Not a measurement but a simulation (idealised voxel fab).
process module | voxel released beams
cross-section cut | 145 nm wide | cells 5 nm
A cross-section is a grid of square cells, given in bands from the top down. A band is one or more rows of cells.
Each band's line starts with the height of the band's top and of its bottom, in nm. Then come its materials from left to right, each with its width in nm. One material with "throughout" fills the band from edge to edge. "air" is empty space.
Height 0 is the level under which the wafer as received is all one material. The lowest band goes on downwards, as in "0 down".
A width such as "30 to 40" changes by the same amount from each row of cells to the next, from the band's top row to its bottom row.
"no change" after a step means that no cell of the cross-section changed.
closed voids: empty space of 8 cells or more with no open way to the top, each as width x height at its distance from the left edge, in nm
after a step's settings: what the simulator itself notes on the step
overlay nm, on a step with a mask: how far to the right of its planned place the mask lay; to the left if negative
plan
1 op RECEIVE | material Si
2 op CONFORMAL_DEP | material Al2O3 | thk nm 10
3 op DIRECTIONAL_DEP | material SiO2 | thk nm 15
4 op DIRECTIONAL_DEP | material aC | thk nm 10
5 op PATTERN | tone open | mask id ANCHOR | material resist | width nm 45 | thk nm 25 | overlay nm 0
6 op DIRECTIONAL_ETCH | etch materials aC | depth nm 10
7 op STRIP | etch materials resist
8 op DIRECTIONAL_ETCH | etch materials SiO2 | depth nm 15
9 op STRIP | etch materials aC
10 op CONFORMAL_DEP | material polySi | thk nm 15
11 op PATTERN | tone cover | mask id BEAM | material resist | width nm 110 | thk nm 20 | overlay nm 0
12 op DIRECTIONAL_ETCH | etch materials polySi | depth nm 15
13 op STRIP | etch materials resist
14 op STRIP | etch materials SiO2
as received, after step 1
  0 down: Si throughout
  closed voids: none
first wafer at the end, as planned
  40 to 25: air 15 | polySi 20 | air 15 | polySi 75 | air 20
  25 to 10: air 20 | polySi 45 | air 80
  10 to 0: Al2O3 throughout
  0 down: Si throughout
  closed voids: none
second wafer at the end: like start, like plan, one mistake
  40 to 25: air 15 | polySi 20 | air 15 | polySi 75 | air 20
  25 to 10: air 20 | polySi 45 | air 80
  10 to 0: polySi throughout
  0 down: Si throughout
  closed voids: none
what went wrong: step 2 ran as: op CONFORMAL_DEP | material polySi | thk nm 10
at the end the second wafer has, in cells: 58 fewer of Al2O3 | 58 more of polySi
